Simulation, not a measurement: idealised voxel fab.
Name of the process module below: voxel ribs on slabs
Cross-sectional view cut (width: 260 nm; square cell size: 5 nm).
This document writes a cross-section as a grid whose cells are square, and gives it as bands, listed from the top down; one or more rows of cells form a band.
The band entry comprises the height of the band's top followed by the height of its bottom, expressed in nm, and subsequently the band's materials from left to right, each stated together with its width in nm. Where a single material is marked with the word "throughout", that material fills the band from edge to edge. The word "blank" represents empty space.
Height 0 is the level under which the wafer as received is all one material. The lowest band goes on downwards, as in "z 0 and below".
The expression "30->40" gives the width at the extremes of the band, the first number at its top row of cells and the second at its bottom row, with the width changing by equal amounts from each row to the next in between.
Key: "no change" - step with no changed cell in the cross-section.
Voids not open to the top, 8 cells minimum: see "Trapped void list". Written width x height at distance; distance is from the left edge; nm.
after a step's settings: what the simulator itself notes on the step
What "overlay nm" on a step's line means: if the step has a mask, that mask lay this far to the right of its planned place, or, when the value is negative, to the left.

Below is the list of planned process steps
1: RECEIVE, material Si
2: DIRECTIONAL_DEP, material SiO2, thk nm 30
3: DIRECTIONAL_DEP, material polySi, thk nm 15
4: DIRECTIONAL_DEP, material aC, thk nm 10
5: PATTERN, tone cover, mask id RIB, material resist, width nm 15, thk nm 30, overlay nm 0
6: DIRECTIONAL_ETCH, etch materials aC, depth nm 10
7: STRIP, etch materials resist
8: DIRECTIONAL_ETCH, etch materials polySi, depth nm 10
9: STRIP, etch materials aC
10: MASKED_ETCH, tone cover, mask id SLAB, width nm 75, etch materials polySi, depth nm 5, overlay nm 0
11: FILL_DEP, material SiO2, thk nm 15
12: CMP, height nm 55
13: DIRECTIONAL_DEP, material W, thk nm 10
14: DIRECTIONAL_DEP, material aC, thk nm 15
15: PATTERN, tone cover, mask id HEATER, material resist, width nm 25, thk nm 30, overlay nm 0
16: DIRECTIONAL_ETCH, etch materials aC, depth nm 15
17: STRIP, etch materials resist
18: DIRECTIONAL_ETCH, etch materials W, depth nm 10
19: STRIP, etch materials aC
20: CONFORMAL_DEP, material SiN, thk nm 5

Cross-section of the wafer as it came to us, i.e., already through step 1
- z 0 and below = Si throughout
- Trapped void list: none

a wafer at the end: this start, this plan, one mistake
- z 70 to 65 = blank=110, SiN=35, blank=115
- z 65 to 60 = blank=110, SiN=5, W=25, SiN=5, blank=115
- z 60 to 55 = SiN=115, W=25, SiN=120
- z 55 to 45 = SiO2 throughout
- z 45 to 30 = SiN throughout
- z 30 to 0 = SiO2 throughout
- z 0 and below = Si throughout
- Trapped void list: none
Want to know what went wrong? step 3 went in with a setting other than planned; the actual run was DIRECTIONAL_DEP, material SiN, thk nm 15
